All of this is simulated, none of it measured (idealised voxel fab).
Process module, titled voxel wiring stack
In the cross-section labelled cut, the width is 150 nm and each square cell is 5 nm.
This document writes a cross-section as a grid whose cells are square, and gives it as bands, listed from the top down; one or more rows of cells form a band. It is stipulated that each band's entry specify, in nanometres, the height of the top of the band and then that of its bottom, followed by the materials of the band in left-to-right sequence, each together with its width in nanometres. A single material marked by the word "edge to edge" is understood to fill the band from edge to edge; the word "empty" is understood to denote empty space. Where do heights start? At 0: under that level the wafer as delivered is made of one material only. And the lowest band has no floor; it just carries on downward, as in "0 down". The two numbers in a width such as "30..40" mark its ends across the band: the first belongs to the top row of cells, the second to the bottom row, and from each row to the next the width moves by the same amount. When a step is marked "remained unchanged", none of the cells in the cross-section changed during that step. Entry "Trapped cavities". Content: empty spaces with no open connection to the top, size 8 cells or greater. Each: width x height at distance. Distance: from left edge. Unit: nm. It should be noted that, on the line of a given step, the content following the step's settings is a remark produced by the simulator itself with respect to that step. overlay nm: on a step with a mask, how far right of its planned place the mask lay; negative means left.

## So here's the lineup of process steps we planned
1,RECEIVE,material Si
2,CONFORMAL_DEP,material SiO2,thk nm 15
3,DIRECTIONAL_DEP,material TiN,thk nm 5
4,DIRECTIONAL_DEP,material Ru,thk nm 15
5,MASKED_ETCH,tone cover,mask id METAL_1,width nm 25,pitch nm 45,etch materials Ru,depth nm 15,overlay nm 0
6,MASKED_ETCH,tone cover,mask id METAL_1,width nm 25,pitch nm 45,etch materials TiN,depth nm 5,overlay nm 0
7,CONFORMAL_DEP,material SiN,thk nm 5
8,FILL_DEP,material lowk,thk nm 5
9,CMP,height nm 35
10,CONFORMAL_DEP,material SiCN,thk nm 5
11,DIRECTIONAL_DEP,material SiO2,thk nm 15
12,MASKED_ETCH,tone open,mask id PLUG_1,width nm 15,pitch nm 90,etch materials SiO2,depth nm 15,overlay nm 0
13,MASKED_ETCH,tone open,mask id PLUG_1,width nm 15,pitch nm 90,etch materials SiCN,depth nm 5,overlay nm 0
14,CONFORMAL_DEP,material TiN,thk nm 5
15,FILL_DEP,material Cu,thk nm 10
16,CMP,height nm 55
17,CONFORMAL_DEP,material SiCN,thk nm 5
18,DIRECTIONAL_DEP,material lowk,thk nm 15
19,DIRECTIONAL_DEP,material aC,thk nm 5
20,PATTERN,tone open,mask id METAL_2,material resist,width nm 25,pitch nm 45,thk nm 30,overlay nm 0
21,DIRECTIONAL_ETCH,etch materials aC,depth nm 15
22,STRIP,etch materials resist
23,DIRECTIONAL_ETCH,etch materials lowk,depth nm 15
24,DIRECTIONAL_ETCH,etch materials SiCN,depth nm 5
25,STRIP,etch materials aC
26,CONFORMAL_DEP,material TiN,thk nm 5
27,FILL_DEP,material Ru,thk nm 10
28,CMP,height nm 75
29,CONFORMAL_DEP,material SiCN,thk nm 5
30,DIRECTIONAL_DEP,material SiO2,thk nm 35
31,MASKED_ETCH,tone open,mask id METAL_3_HOLES,width nm 15,pitch nm 45,etch materials SiO2,depth nm 35,overlay nm 0
32,PATTERN,tone open,mask id METAL_3,material resist,width nm 25,pitch nm 45,thk nm 15,overlay nm 0
33,DIRECTIONAL_ETCH,etch materials SiO2,depth nm 20
34,DIRECTIONAL_ETCH,etch materials SiCN,depth nm 5
35,STRIP,etch materials resist
36,CONFORMAL_DEP,material TiN,thk nm 5
37,FILL_DEP,material Cu,thk nm 5
38,CMP,height nm 115
39,CONFORMAL_DEP,material SiN,thk nm 5
Across this set of wafers, the varied parameter is the thk nm of step 19. Starting conditions are identical for every wafer, and the plan reports the value assigned to the first wafer.

## First of several wafers (as received, post step 1), cross-sectional view
  0 down: Si edge to edge
  Trapped cavities: none

## Each row below is a wafer at the end of the module, listing for every material the number of cells it has gained (+) or lost (-) since it was received, followed by its closed voids
thk nm 5; +45 Cu; +72 Ru; +60 SiCN; +63 SiN; +285 SiO2; +123 TiN; +72 lowk; Trapped cavities: none
thk nm 10; +45 Cu; +72 Ru; +60 SiCN; +63 SiN; +285 SiO2; +123 TiN; +72 lowk; Trapped cavities: none
thk nm 15; +45 Cu; +72 Ru; +60 SiCN; +63 SiN; +285 SiO2; +123 TiN; +72 lowk; Trapped cavities: none
thk nm 20; +45 Cu; +45 Ru; +75 SiCN; +63 SiN; +285 SiO2; +90 TiN; +117 lowk; Trapped cavities: none
thk nm 25; +45 Cu; +45 Ru; +75 SiCN; +63 SiN; +285 SiO2; +90 TiN; +117 lowk; Trapped cavities: none
thk nm 30; +45 Cu; +45 Ru; +75 SiCN; +63 SiN; +285 SiO2; +90 TiN; +117 lowk; Trapped cavities: none
